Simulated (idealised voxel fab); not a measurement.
process module | voxel trench capacitor
cross-section cut | 225 nm wide | cells 5 nm
A cross-section is a grid of square cells, given in bands from the top down. A band is one or more rows of cells.
Each band's line starts with the height of the band's top and of its bottom, in nm. Then come its materials from left to right, each with its width in nm. One material with "throughout" fills the band from edge to edge. "air" is empty space.
Height 0 is the level under which the wafer as received is all one material. The lowest band goes on downwards, as in "0 down".
A width such as "30 to 40" changes by the same amount from each row of cells to the next, from the band's top row to its bottom row.
"no change" after a step means that no cell of the cross-section changed.
closed voids: empty space of 8 cells or more with no open way to the top, each as width x height at its distance from the left edge, in nm
after a step's settings: what the simulator itself notes on the step
overlay nm, on a step with a mask: how far to the right of its planned place the mask lay; to the left if negative
plan
1 op RECEIVE | material Si
2 op CONFORMAL_DEP | material SiN | thk nm 5
3 op DIRECTIONAL_DEP | material aC | thk nm 10
4 op PATTERN | tone open | mask id TRENCH | material resist | width nm 15 | pitch nm 45 | thk nm 25 | overlay nm 0
5 op DIRECTIONAL_ETCH | etch materials aC | depth nm 10
6 op STRIP | etch materials resist
7 op DIRECTIONAL_ETCH | etch materials SiN | depth nm 5
8 op DIRECTIONAL_ETCH | etch materials Si | depth nm 30
9 op STRIP | etch materials aC
10 op CONFORMAL_DEP | material Al2O3 | thk nm 5
11 op FILL_DEP | material polySi | thk nm 10
12 op CMP | height nm 5
first wafer, as planned
as received, after step 1
  0 down: Si throughout
  closed voids: none
after step 2
  5 to 0: SiN throughout
  below 0: unchanged
after step 3
  15 to 5: aC throughout
  below 5: unchanged
after step 4
  40 to 15: resist 80 | air 15 | resist 30 | air 15 | resist 85
  below 15: unchanged
after step 5
  30 to 15: resist 80 | air 15 | resist 30 | air 15 | resist 85
  15 to 5: aC 80 | air 15 | aC 30 | air 15 | aC 85
  below 5: unchanged
after step 6
  15 to 5: aC 80 | air 15 | aC 30 | air 15 | aC 85
  below 5: unchanged
after step 7
  15 to 5: aC 80 | air 15 | aC 30 | air 15 | aC 85
  5 to 0: SiN 80 | air 15 | SiN 30 | air 15 | SiN 85
  below 0: unchanged
after step 8
  15 to 5: aC 80 | air 15 | aC 30 | air 15 | aC 85
  5 to 0: SiN 80 | air 15 | SiN 30 | air 15 | SiN 85
  0 to -30: Si 80 | air 15 | Si 30 | air 15 | Si 85
  below -30: unchanged
after step 9
  5 to 0: SiN 80 | air 15 | SiN 30 | air 15 | SiN 85
  below 0: unchanged
after step 10
  10 to 5: Al2O3 85 | air 5 | Al2O3 40 | air 5 | Al2O3 90
  5 to 0: SiN 80 | Al2O3 5 | air 5 | Al2O3 5 | SiN 30 | Al2O3 5 | air 5 | Al2O3 5 | SiN 85
  0 to -25: Si 80 | Al2O3 5 | air 5 | Al2O3 5 | Si 30 | Al2O3 5 | air 5 | Al2O3 5 | Si 85
  -25 to -30: Si 80 | Al2O3 15 | Si 30 | Al2O3 15 | Si 85
  below -30: unchanged
after step 11
  20 to 10: polySi throughout
  10 to 5: Al2O3 85 | polySi 5 | Al2O3 40 | polySi 5 | Al2O3 90
  5 to 0: SiN 80 | Al2O3 5 | polySi 5 | Al2O3 5 | SiN 30 | Al2O3 5 | polySi 5 | Al2O3 5 | SiN 85
  0 to -25: Si 80 | Al2O3 5 | polySi 5 | Al2O3 5 | Si 30 | Al2O3 5 | polySi 5 | Al2O3 5 | Si 85
  below -25: unchanged
after step 12
  5 to 0: SiN 80 | Al2O3 5 | polySi 5 | Al2O3 5 | SiN 30 | Al2O3 5 | polySi 5 | Al2O3 5 | SiN 85
  below 0: unchanged
second wafer: like start, like plan, one mistake. Through step 7 it matches the first wafer
when step 8 should have ended
  15 to 5: aC 80 | air 15 | aC 30 | air 15 | aC 85
  5 to 0: SiN 80 | air 15 | SiN 30 | air 15 | SiN 85
  0 to -60: Si 80 | air 15 | Si 30 | air 15 | Si 85
  below -60: unchanged
when step 9 should have ended
  5 to 0: SiN 80 | air 15 | SiN 30 | air 15 | SiN 85
  below 0: unchanged
when step 10 should have ended
  10 to 5: Al2O3 85 | air 5 | Al2O3 40 | air 5 | Al2O3 90
  5 to 0: SiN 80 | Al2O3 5 | air 5 | Al2O3 5 | SiN 30 | Al2O3 5 | air 5 | Al2O3 5 | SiN 85
  0 to -55: Si 80 | Al2O3 5 | air 5 | Al2O3 5 | Si 30 | Al2O3 5 | air 5 | Al2O3 5 | Si 85
  -55 to -60: Si 80 | Al2O3 15 | Si 30 | Al2O3 15 | Si 85
  below -60: unchanged
when step 11 should have ended
  20 to 10: polySi throughout
  10 to 5: Al2O3 85 | polySi 5 | Al2O3 40 | polySi 5 | Al2O3 90
  5 to 0: SiN 80 | Al2O3 5 | polySi 5 | Al2O3 5 | SiN 30 | Al2O3 5 | polySi 5 | Al2O3 5 | SiN 85
  0 to -55: Si 80 | Al2O3 5 | polySi 5 | Al2O3 5 | Si 30 | Al2O3 5 | polySi 5 | Al2O3 5 | Si 85
  below -55: unchanged
when step 12 should have ended
  5 to 0: SiN 80 | Al2O3 5 | polySi 5 | Al2O3 5 | SiN 30 | Al2O3 5 | polySi 5 | Al2O3 5 | SiN 85
  below 0: unchanged
what went wrong: step 8 was run twice
at the end the second wafer has, in cells: 24 more of Al2O3 | 36 fewer of Si | 12 more of polySi
